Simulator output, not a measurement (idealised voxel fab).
Herein follows the process module entitled voxel released beams.
Cross-section cut: width 185 nm, square cells of 5 nm.
A cross-section is written here as square cells arranged in a grid, and it is given in bands from the top down, each band taking up one or more rows of cells.
This entry defines a band. It first specifies the height of the band's top and the height of its bottom in nm, and then specifies the band's materials from left to right, stating each material with its width in nm. The word "full width" identifies a single material that fills the band from edge to edge, while the word "blank" identifies empty space.
Basically, 0 is our baseline, since under it the wafer straight out of the box is all one material. The bottom band has no lower end and keeps on going down, so it looks like "0 down".
Graded width ("30->40"): value in top row of band = first number; value in bottom row = second number; row-to-row change constant.
"no modifications", as given for a step, is the statement that not any cell of the cross-section underwent a change during that step.
"Closed-off voids" specifies each empty space that is not open to the top and that occupies no fewer than 8 cells, using the form width x height at distance, the distance measured from the left edge and all three quantities in nm.
That trailing text on a step's line, after the settings, is the simulator's own remark on the step.
overlay nm: for a step with a mask, the amount by which the mask lay right of where it was planned; a negative amount means left of it.

PLAN
1. RECEIVE [material Si]
2. CONFORMAL_DEP [material Al2O3] [thk nm 10]
3. DIRECTIONAL_DEP [material SiO2] [thk nm 20]
4. DIRECTIONAL_DEP [material aC] [thk nm 10]
5. PATTERN [tone open] [mask id ANCHOR] [material resist] [width nm 45] [thk nm 30] [overlay nm 0]
6. DIRECTIONAL_ETCH [etch materials aC] [depth nm 10]
7. STRIP [etch materials resist]
8. DIRECTIONAL_ETCH [etch materials SiO2] [depth nm 20]
9. STRIP [etch materials aC]
10. CONFORMAL_DEP [material polySi] [thk nm 15]
11. MASKED_ETCH [tone cover] [mask id BEAM] [width nm 110] [etch materials polySi] [depth nm 15] [overlay nm 0]
12. STRIP [etch materials SiO2]

FIRST WAFER, TWO IN TOTAL, RUN AS PLANNED

CROSS-SECTION OF THE WAFER AS IT CAME TO US, I.E., ALREADY THROUGH STEP 1
- 0 down  Si full width
- Closed-off voids: none

THE WAFER, SEEN IN CROSS-SECTION, AFTER STEP 2
- 10 to 0  Al2O3 full width
- below 0: unchanged

THE WAFER, SEEN IN CROSS-SECTION, AFTER STEP 3
- 30 to 10  SiO2 full width
- below 10: unchanged

THE WAFER, SEEN IN CROSS-SECTION, AFTER STEP 4
- 40 to 30  aC full width
- below 30: unchanged

THE WAFER, SEEN IN CROSS-SECTION, AFTER STEP 5
- 70 to 40  resist (40) / blank (45) / resist (100)
- below 40: unchanged

THE WAFER, SEEN IN CROSS-SECTION, AFTER STEP 6
- 60 to 40  resist (40) / blank (45) / resist (100)
- 40 to 30  aC (40) / blank (45) / aC (100)
- below 30: unchanged

THE WAFER, SEEN IN CROSS-SECTION, AFTER STEP 7
- 40 to 30  aC (40) / blank (45) / aC (100)
- below 30: unchanged

THE WAFER, SEEN IN CROSS-SECTION, AFTER STEP 8
- 40 to 30  aC (40) / blank (45) / aC (100)
- 30 to 10  SiO2 (40) / blank (45) / SiO2 (100)
- below 10: unchanged

THE WAFER, SEEN IN CROSS-SECTION, AFTER STEP 9
- 30 to 10  SiO2 (40) / blank (45) / SiO2 (100)
- below 10: unchanged

THE WAFER, SEEN IN CROSS-SECTION, AFTER STEP 10
- 45 to 30  polySi (55) / blank (15) / polySi (115)
- 30 to 25  SiO2 (40) / polySi (15) / blank (15) / polySi (15) / SiO2 (100)
- 25 to 10  SiO2 (40) / polySi (45) / SiO2 (100)
- below 10: unchanged

THE WAFER, SEEN IN CROSS-SECTION, AFTER STEP 11
- 45 to 30  blank (35) / polySi (20) / blank (15) / polySi (75) / blank (40)
- below 30: unchanged

THE WAFER, SEEN IN CROSS-SECTION, AFTER STEP 12
- 45 to 30  blank (35) / polySi (20) / blank (15) / polySi (75) / blank (40)
- 30 to 25  blank (40) / polySi (15) / blank (15) / polySi (15) / blank (100)
- 25 to 10  blank (40) / polySi (45) / blank (100)
- below 10: unchanged

SECOND WAFER: SAME START AND SAME PLAN AS THE FIRST, ONE EXECUTION ERROR; IDENTICAL TO THE FIRST THROUGH STEP 4

SECOND WAFER, SECTION VIEW, TIME POINT: SCHEDULED END OF STEP 5
- 70 to 40  blank (40) / resist (45) / blank (100)
- below 40: unchanged

SECOND WAFER, SECTION VIEW, TIME POINT: SCHEDULED END OF STEP 6
- 60 to 40  blank (40) / resist (45) / blank (100)
- 40 to 30  blank (40) / aC (45) / blank (100)
- below 30: unchanged

SECOND WAFER, SECTION VIEW, TIME POINT: SCHEDULED END OF STEP 7
- 40 to 30  blank (40) / aC (45) / blank (100)
- below 30: unchanged

SECOND WAFER, SECTION VIEW, TIME POINT: SCHEDULED END OF STEP 8
- 40 to 30  blank (40) / aC (45) / blank (100)
- 30 to 10  blank (40) / SiO2 (45) / blank (100)
- below 10: unchanged

SECOND WAFER, SECTION VIEW, TIME POINT: SCHEDULED END OF STEP 9
- 30 to 10  blank (40) / SiO2 (45) / blank (100)
- below 10: unchanged

SECOND WAFER, SECTION VIEW, TIME POINT: SCHEDULED END OF STEP 10
- 45 to 30  blank (25) / polySi (75) / blank (85)
- 30 to 25  blank (25) / polySi (15) / SiO2 (45) / polySi (15) / blank (85)
- 25 to 10  polySi (40) / SiO2 (45) / polySi (100)
- below 10: unchanged

SECOND WAFER, SECTION VIEW, TIME POINT: SCHEDULED END OF STEP 11
- 45 to 30  blank (35) / polySi (65) / blank (85)
- 30 to 25  blank (25) / polySi (15) / SiO2 (45) / polySi (15) / blank (85)
- 25 to 10  blank (25) / polySi (15) / SiO2 (45) / polySi (60) / blank (40)
- below 10: unchanged

Second wafer, section view, time point: scheduled end of step 12: no modifications
Where did the run depart from the plan? rather than as planned, step 5 actually ran as PATTERN [tone cover] [mask id ANCHOR] [material resist] [width nm 45] [thk nm 30] [overlay nm 0]
Wrapping up, a cell-based count of both wafers puts the second over or under the first for these materials: +36 SiO2
